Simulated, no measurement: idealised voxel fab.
The name of this process module is voxel self aligned contacts.
Cross-section cut spans 170 nm and uses square cells 5 nm in size.
A cross-section is a grid of square cells, given in bands from the top down. A band is one or more rows of cells.
Quick guide to a band line: top height, bottom height (nm) up front; then every material left to right with its width in nm. Only one material and it's marked "everywhere"? Then it fills the band edge to edge. And "empty" just means empty space.
It should be noted that heights are counted from 0, beneath which the wafer as supplied is of one material throughout, and that the lowest band possesses no lower boundary but continues downward, as written in "0..down".
It should be noted that a width expressed as "30->40" varies in equal increments from row to row of cells within the band, taking the value of the first number at the top row and that of the second number at the bottom row.
"everything unchanged" for a step: no cell of the cross-section changed in that step.
What "Enclosed voids" gives you is every empty space of 8 cells or more that is cut off from the top. Each appears as width x height at distance, with the distance taken from the left edge and width, height and distance all in nm.
Post-settings text on a step line: simulator's own remark regarding the step.
overlay nm: mask offset rightward from planned place, masked step; negative means leftward offset.
### Planned step list for the process
step 1: RECEIVE, material Si
step 2: OXIDIZE, depth nm 5
step 3: DIRECTIONAL_DEP, material polySi, thk nm 20
step 4: DIRECTIONAL_DEP, material SiN, thk nm 15
step 5: DIRECTIONAL_DEP, material aC, thk nm 10
step 6: PATTERN, tone cover, mask id GATE, material resist, width nm 35, pitch nm 65, thk nm 25, overlay nm -15
step 7: DIRECTIONAL_ETCH, etch materials aC, depth nm 10
step 8: STRIP, etch materials resist
step 9: DIRECTIONAL_ETCH, etch materials SiN, depth nm 15
step 10: DIRECTIONAL_ETCH, etch materials polySi, depth nm 20
step 11: STRIP, etch materials aC
step 12: CONFORMAL_DEP, material SiN, thk nm 5
step 13: DIRECTIONAL_ETCH, etch materials SiN, depth nm 5
step 14: FILL_DEP, material SiO2, thk nm 15
step 15: CMP, height nm 40
step 16: DIRECTIONAL_DEP, material aC, thk nm 15
step 17: PATTERN, tone open, mask id CONTACT, material resist, width nm 50, thk nm 30, overlay nm 0
step 18: DIRECTIONAL_ETCH, etch materials aC, depth nm 15
step 19: STRIP, etch materials resist
step 20: DIRECTIONAL_ETCH, etch materials SiO2, depth nm 45
step 21: STRIP, etch materials aC
step 22: CONFORMAL_DEP, material TiN, thk nm 5
step 23: FILL_DEP, material W, thk nm 10
step 24: CMP, height nm 40
step 25: CONFORMAL_DEP, material SiCN, thk nm 5
Where the wafers of this document differ is in the overlay nm of step 6; they start out the same, and the plan states the value that applied to the first wafer.
### The as-received cross-section of the first of several wafers corresponds to the state after step 1
	0..down  Si everywhere
	Enclosed voids: none
### Once step 25, the last step, is complete, the module is at its end; this is the cross-section of the first of several wafers
	45..40  SiCN everywhere
	40..35  SiO2 60; TiN 5; W 10; TiN 35; SiO2 60
	35..20  SiO2 15; SiN 45; TiN 5; W 10; TiN 5; SiN 45; SiO2 45
	20..0  SiO2 15; SiN 5; polySi 35; SiN 5; TiN 5; W 10; TiN 5; SiN 5; polySi 35; SiN 5; SiO2 45
	0..-5  SiO2 60; TiN 20; SiO2 90
	-5..down  Si everywhere
	Enclosed voids: none
### Cross-section of the last wafer at end of module
	45..40  SiCN everywhere
	40..35  SiO2 60; TiN 35; W 10; TiN 5; SiO2 60
	35..20  SiO2 45; SiN 45; TiN 5; W 10; TiN 5; SiN 45; SiO2 15
	20..0  SiO2 45; SiN 5; polySi 35; SiN 5; TiN 5; W 10; TiN 5; SiN 5; polySi 35; SiN 5; SiO2 15
	0..-5  SiO2 90; TiN 20; SiO2 60
	-5..down  Si everywhere
	Enclosed voids: none
### wafer rows; end of module; cells per material since receipt: (+) gained, (-) lost; then closed voids
overlay nm -15 | -34 Si | +34 SiCN | +70 SiN | +138 SiO2 | +26 TiN | +16 W | +56 polySi | Enclosed voids: none
overlay nm -10 | -34 Si | +34 SiCN | +70 SiN | +138 SiO2 | +26 TiN | +16 W | +56 polySi | Enclosed voids: none
overlay nm -5 | -34 Si | +34 SiCN | +70 SiN | +138 SiO2 | +26 TiN | +16 W | +56 polySi | Enclosed voids: none
overlay nm 0 | -34 Si | +34 SiCN | +70 SiN | +138 SiO2 | +26 TiN | +16 W | +56 polySi | Enclosed voids: none
overlay nm 5 | -34 Si | +34 SiCN | +70 SiN | +138 SiO2 | +26 TiN | +16 W | +56 polySi | Enclosed voids: none
overlay nm 10 | -34 Si | +34 SiCN | +70 SiN | +138 SiO2 | +26 TiN | +16 W | +56 polySi | Enclosed voids: none
overlay nm 15 | -34 Si | +34 SiCN | +70 SiN | +138 SiO2 | +26 TiN | +16 W | +56 polySi | Enclosed voids: none
